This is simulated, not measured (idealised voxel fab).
Proc. module: voxel self aligned vias
In the cross-section labelled cut, the width is 185 nm and each square cell is 5 nm.
We lay out every cross-section as a grid of square cells and spell it out in bands from the top down, where one band means one or more rows of cells.
Each band's line starts with the height of the band's top and of its bottom, in nm. Then come its materials from left to right, each with its width in nm. One material with "full width" fills the band from edge to edge. "empty" is empty space.
Height 0 is the level under which the wafer as received is all one material. The lowest band goes on downwards, as in "0 -> down".
The width entry "30 to 40" should be interpreted row by row: the top row of cells in the band takes the first number, the bottom row takes the second number, and the change between adjacent rows is uniform throughout.
The cross-section has no changed cell in any step marked "no alterations made".
"Enclosed internal cavities" enumerates empty spaces isolated from the top, with no open way to it, that contain at least 8 cells, giving each as width x height at distance from the left edge, all three in nm.
Post-settings text on a step line: simulator's own remark regarding the step.
overlay nm: mask right of planned place by this much (step with mask). Neg. = left.
Steps planned for the process:
step 1: RECEIVE,material Si
step 2: CONFORMAL_DEP,material SiO2,thk nm 10
step 3: CONFORMAL_DEP,material SiCN,thk nm 5
step 4: DIRECTIONAL_DEP,material SiO2,thk nm 30
step 5: PATTERN,tone open,mask id LINES,material resist,width nm 20,pitch nm 55,thk nm 15,overlay nm 0
step 6: DIRECTIONAL_ETCH,etch materials SiO2,depth nm 30
step 7: STRIP,etch materials resist
step 8: CONFORMAL_DEP,material TiN,thk nm 5
step 9: FILL_DEP,material Ru,thk nm 10
step 10: CMP,height nm 45
step 11: SELECTIVE_ETCH,etch materials W Ru TiN,depth nm 5
step 12: FILL_DEP,material SiN,thk nm 10
step 13: CMP,height nm 45
step 14: DIRECTIONAL_DEP,material SiO2,thk nm 15
step 15: PATTERN,tone open,mask id VIAS,material resist,width nm 30,pitch nm 55,thk nm 20,overlay nm 0
step 16: DIRECTIONAL_ETCH,etch materials SiO2,depth nm 15
step 17: DIRECTIONAL_ETCH,etch materials SiN,depth nm 5
step 18: STRIP,etch materials resist
step 19: CONFORMAL_DEP,material TiN,thk nm 5
step 20: FILL_DEP,material Cu,thk nm 10
step 21: CMP,height nm 60
step 22: CONFORMAL_DEP,material SiN,thk nm 5
What follows covers the first of two wafers; it ran as planned:
As received, after step 1:
- 0 -> down  Si full width
- Enclosed internal cavities: none
Step 2 complete: cross-section through the wafer:
- 10 -> 0  SiO2 full width
- Beneath the level 0, the cross-section is identical to its previous state.
Step 3 complete: cross-section through the wafer:
- 15 -> 10  SiCN full width
- Beneath the level 10, the cross-section is identical to its previous state.
Step 4 complete: cross-section through the wafer:
- 45 -> 15  SiO2 full width
- Beneath the level 15, the cross-section is identical to its previous state.
Step 5 complete: cross-section through the wafer:
- 60 -> 45  55 resist | 20 empty | 35 resist | 20 empty | 55 resist
- Beneath the level 45, the cross-section is identical to its previous state.
Step 6 complete: cross-section through the wafer:
- 60 -> 45  55 resist | 20 empty | 35 resist | 20 empty | 55 resist
- 45 -> 15  55 SiO2 | 20 empty | 35 SiO2 | 20 empty | 55 SiO2
- Beneath the level 15, the cross-section is identical to its previous state.
Step 7 complete: cross-section through the wafer:
- 45 -> 15  55 SiO2 | 20 empty | 35 SiO2 | 20 empty | 55 SiO2
- Beneath the level 15, the cross-section is identical to its previous state.
Step 8 complete: cross-section through the wafer:
- 50 -> 45  60 TiN | 10 empty | 45 TiN | 10 empty | 60 TiN
- 45 -> 20  55 SiO2 | 5 TiN | 10 empty | 5 TiN | 35 SiO2 | 5 TiN | 10 empty | 5 TiN | 55 SiO2
- 20 -> 15  55 SiO2 | 20 TiN | 35 SiO2 | 20 TiN | 55 SiO2
- Beneath the level 15, the cross-section is identical to its previous state.
Step 9 complete: cross-section through the wafer:
- 60 -> 50  Ru full width
- 50 -> 45  60 TiN | 10 Ru | 45 TiN | 10 Ru | 60 TiN
- 45 -> 20  55 SiO2 | 5 TiN | 10 Ru | 5 TiN | 35 SiO2 | 5 TiN | 10 Ru | 5 TiN | 55 SiO2
- Beneath the level 20, the cross-section is identical to its previous state.
Step 10 complete: cross-section through the wafer:
- 45 -> 20  55 SiO2 | 5 TiN | 10 Ru | 5 TiN | 35 SiO2 | 5 TiN | 10 Ru | 5 TiN | 55 SiO2
- Beneath the level 20, the cross-section is identical to its previous state.
Step 11 complete: cross-section through the wafer:
- 45 -> 40  55 SiO2 | 20 empty | 35 SiO2 | 20 empty | 55 SiO2
- Beneath the level 40, the cross-section is identical to its previous state.
Step 12 complete: cross-section through the wafer:
- 55 -> 45  SiN full width
- 45 -> 40  55 SiO2 | 20 SiN | 35 SiO2 | 20 SiN | 55 SiO2
- Beneath the level 40, the cross-section is identical to its previous state.
Step 13 complete: cross-section through the wafer:
- 45 -> 40  55 SiO2 | 20 SiN | 35 SiO2 | 20 SiN | 55 SiO2
- Beneath the level 40, the cross-section is identical to its previous state.
Step 14 complete: cross-section through the wafer:
- 60 -> 45  SiO2 full width
- Beneath the level 45, the cross-section is identical to its previous state.
Step 15 complete: cross-section through the wafer:
- 80 -> 60  50 resist | 30 empty | 25 resist | 30 empty | 50 resist
- Beneath the level 60, the cross-section is identical to its previous state.
Step 16 complete: cross-section through the wafer:
- 80 -> 60  50 resist | 30 empty | 25 resist | 30 empty | 50 resist
- 60 -> 45  50 SiO2 | 30 empty | 25 SiO2 | 30 empty | 50 SiO2
- Beneath the level 45, the cross-section is identical to its previous state.
Step 17 complete: cross-section through the wafer:
- 80 -> 60  50 resist | 30 empty | 25 resist | 30 empty | 50 resist
- 60 -> 45  50 SiO2 | 30 empty | 25 SiO2 | 30 empty | 50 SiO2
- 45 -> 40  55 SiO2 | 20 empty | 35 SiO2 | 20 empty | 55 SiO2
- Beneath the level 40, the cross-section is identical to its previous state.
Step 18 complete: cross-section through the wafer:
- 60 -> 45  50 SiO2 | 30 empty | 25 SiO2 | 30 empty | 50 SiO2
- Beneath the level 45, the cross-section is identical to its previous state.
Step 19 complete: cross-section through the wafer:
- 65 -> 60  55 TiN | 20 empty | 35 TiN | 20 empty | 55 TiN
- 60 -> 50  50 SiO2 | 5 TiN | 20 empty | 5 TiN | 25 SiO2 | 5 TiN | 20 empty | 5 TiN | 50 SiO2
- 50 -> 45  50 SiO2 | 10 TiN | 10 empty | 10 TiN | 25 SiO2 | 10 TiN | 10 empty | 10 TiN | 50 SiO2
- 45 -> 40  55 SiO2 | 20 TiN | 35 SiO2 | 20 TiN | 55 SiO2
- Beneath the level 40, the cross-section is identical to its previous state.
Step 20 complete: cross-section through the wafer:
- 75 -> 65  Cu full width
- 65 -> 60  55 TiN | 20 Cu | 35 TiN | 20 Cu | 55 TiN
- 60 -> 50  50 SiO2 | 5 TiN | 20 Cu | 5 TiN | 25 SiO2 | 5 TiN | 20 Cu | 5 TiN | 50 SiO2
- 50 -> 45  50 SiO2 | 10 TiN | 10 Cu | 10 TiN | 25 SiO2 | 10 TiN | 10 Cu | 10 TiN | 50 SiO2
- Beneath the level 45, the cross-section is identical to its previous state.
Step 21 complete: cross-section through the wafer:
- 60 -> 50  50 SiO2 | 5 TiN | 20 Cu | 5 TiN | 25 SiO2 | 5 TiN | 20 Cu | 5 TiN | 50 SiO2
- Beneath the level 50, the cross-section is identical to its previous state.
Step 22 complete: cross-section through the wafer:
- 65 -> 60  SiN full width
- Beneath the level 60, the cross-section is identical to its previous state.
Wafer two: like wafer one in start and plan, but with one mistake in execution; identical up to and including step 4:
Cross-section: second wafer, time at which step 5 was scheduled to end:
- 60 -> 45  55 empty | 20 resist | 35 empty | 20 resist | 55 empty
- Beneath the level 45, the cross-section is identical to its previous state.
Cross-section: second wafer, time at which step 6 was scheduled to end:
- 60 -> 45  55 empty | 20 resist | 35 empty | 20 resist | 55 empty
- 45 -> 15  55 empty | 20 SiO2 | 35 empty | 20 SiO2 | 55 empty
- Beneath the level 15, the cross-section is identical to its previous state.
Cross-section: second wafer, time at which step 7 was scheduled to end:
- 45 -> 15  55 empty | 20 SiO2 | 35 empty | 20 SiO2 | 55 empty
- Beneath the level 15, the cross-section is identical to its previous state.
Cross-section: second wafer, time at which step 8 was scheduled to end:
- 50 -> 45  50 empty | 30 TiN | 25 empty | 30 TiN | 50 empty
- 45 -> 20  50 empty | 5 TiN | 20 SiO2 | 5 TiN | 25 empty | 5 TiN | 20 SiO2 | 5 TiN | 50 empty
- 20 -> 15  55 TiN | 20 SiO2 | 35 TiN | 20 SiO2 | 55 TiN
- Beneath the level 15, the cross-section is identical to its previous state.
Cross-section: second wafer, time at which step 9 was scheduled to end:
- 60 -> 50  Ru full width
- 50 -> 45  50 Ru | 30 TiN | 25 Ru | 30 TiN | 50 Ru
- 45 -> 20  50 Ru | 5 TiN | 20 SiO2 | 5 TiN | 25 Ru | 5 TiN | 20 SiO2 | 5 TiN | 50 Ru
- Beneath the level 20, the cross-section is identical to its previous state.
Cross-section: second wafer, time at which step 10 was scheduled to end:
- 45 -> 20  50 Ru | 5 TiN | 20 SiO2 | 5 TiN | 25 Ru | 5 TiN | 20 SiO2 | 5 TiN | 50 Ru
- Beneath the level 20, the cross-section is identical to its previous state.
Cross-section: second wafer, time at which step 11 was scheduled to end:
- 45 -> 40  55 empty | 20 SiO2 | 35 empty | 20 SiO2 | 55 empty
- Beneath the level 40, the cross-section is identical to its previous state.
Cross-section: second wafer, time at which step 12 was scheduled to end:
- 55 -> 45  SiN full width
- 45 -> 40  55 SiN | 20 SiO2 | 35 SiN | 20 SiO2 | 55 SiN
- Beneath the level 40, the cross-section is identical to its previous state.
Cross-section: second wafer, time at which step 13 was scheduled to end:
- 45 -> 40  55 SiN | 20 SiO2 | 35 SiN | 20 SiO2 | 55 SiN
- Beneath the level 40, the cross-section is identical to its previous state.
Cross-section: second wafer, time at which step 14 was scheduled to end:
- 60 -> 45  SiO2 full width
- Beneath the level 45, the cross-section is identical to its previous state.
Cross-section: second wafer, time at which step 15 was scheduled to end:
- 80 -> 60  50 resist | 30 empty | 25 resist | 30 empty | 50 resist
- Beneath the level 60, the cross-section is identical to its previous state.
Cross-section: second wafer, time at which step 16 was scheduled to end:
- 80 -> 60  50 resist | 30 empty | 25 resist | 30 empty | 50 resist
- 60 -> 45  50 SiO2 | 30 empty | 25 SiO2 | 30 empty | 50 SiO2
- Beneath the level 45, the cross-section is identical to its previous state.
Cross-section: second wafer, time at which step 17 was scheduled to end:
- 80 -> 60  50 resist | 30 empty | 25 resist | 30 empty | 50 resist
- 60 -> 45  50 SiO2 | 30 empty | 25 SiO2 | 30 empty | 50 SiO2
- 45 -> 40  50 SiN | 5 empty | 20 SiO2 | 5 empty | 25 SiN | 5 empty | 20 SiO2 | 5 empty | 50 SiN
- Beneath the level 40, the cross-section is identical to its previous state.
Cross-section: second wafer, time at which step 18 was scheduled to end:
- 60 -> 45  50 SiO2 | 30 empty | 25 SiO2 | 30 empty | 50 SiO2
- Beneath the level 45, the cross-section is identical to its previous state.
Cross-section: second wafer, time at which step 19 was scheduled to end:
- 65 -> 60  55 TiN | 20 empty | 35 TiN | 20 empty | 55 TiN
- 60 -> 50  50 SiO2 | 5 TiN | 20 empty | 5 TiN | 25 SiO2 | 5 TiN | 20 empty | 5 TiN | 50 SiO2
- 50 -> 45  50 SiO2 | 30 TiN | 25 SiO2 | 30 TiN | 50 SiO2
- 45 -> 40  50 SiN | 5 TiN | 20 SiO2 | 5 TiN | 25 SiN | 5 TiN | 20 SiO2 | 5 TiN | 50 SiN
- Beneath the level 40, the cross-section is identical to its previous state.
Cross-section: second wafer, time at which step 20 was scheduled to end:
- 75 -> 65  Cu full width
- 65 -> 60  55 TiN | 20 Cu | 35 TiN | 20 Cu | 55 TiN
- 60 -> 50  50 SiO2 | 5 TiN | 20 Cu | 5 TiN | 25 SiO2 | 5 TiN | 20 Cu | 5 TiN | 50 SiO2
- Beneath the level 50, the cross-section is identical to its previous state.
Cross-section: second wafer, time at which step 21 was scheduled to end:
- 60 -> 50  50 SiO2 | 5 TiN | 20 Cu | 5 TiN | 25 SiO2 | 5 TiN | 20 Cu | 5 TiN | 50 SiO2
- Beneath the level 50, the cross-section is identical to its previous state.
Cross-section: second wafer, time at which step 22 was scheduled to end:
- 65 -> 60  SiN full width
- Beneath the level 60, the cross-section is identical to its previous state.
What was done differently from what was planned? step 5 ran as: PATTERN,tone cover,mask id LINES,material resist,width nm 20,pitch nm 55,thk nm 15,overlay nm 0
At the finish, the second wafer shows more or fewer cells for some materials than the first does: Cu -4, Ru +84, SiN +25, SiO2 -126, TiN +21
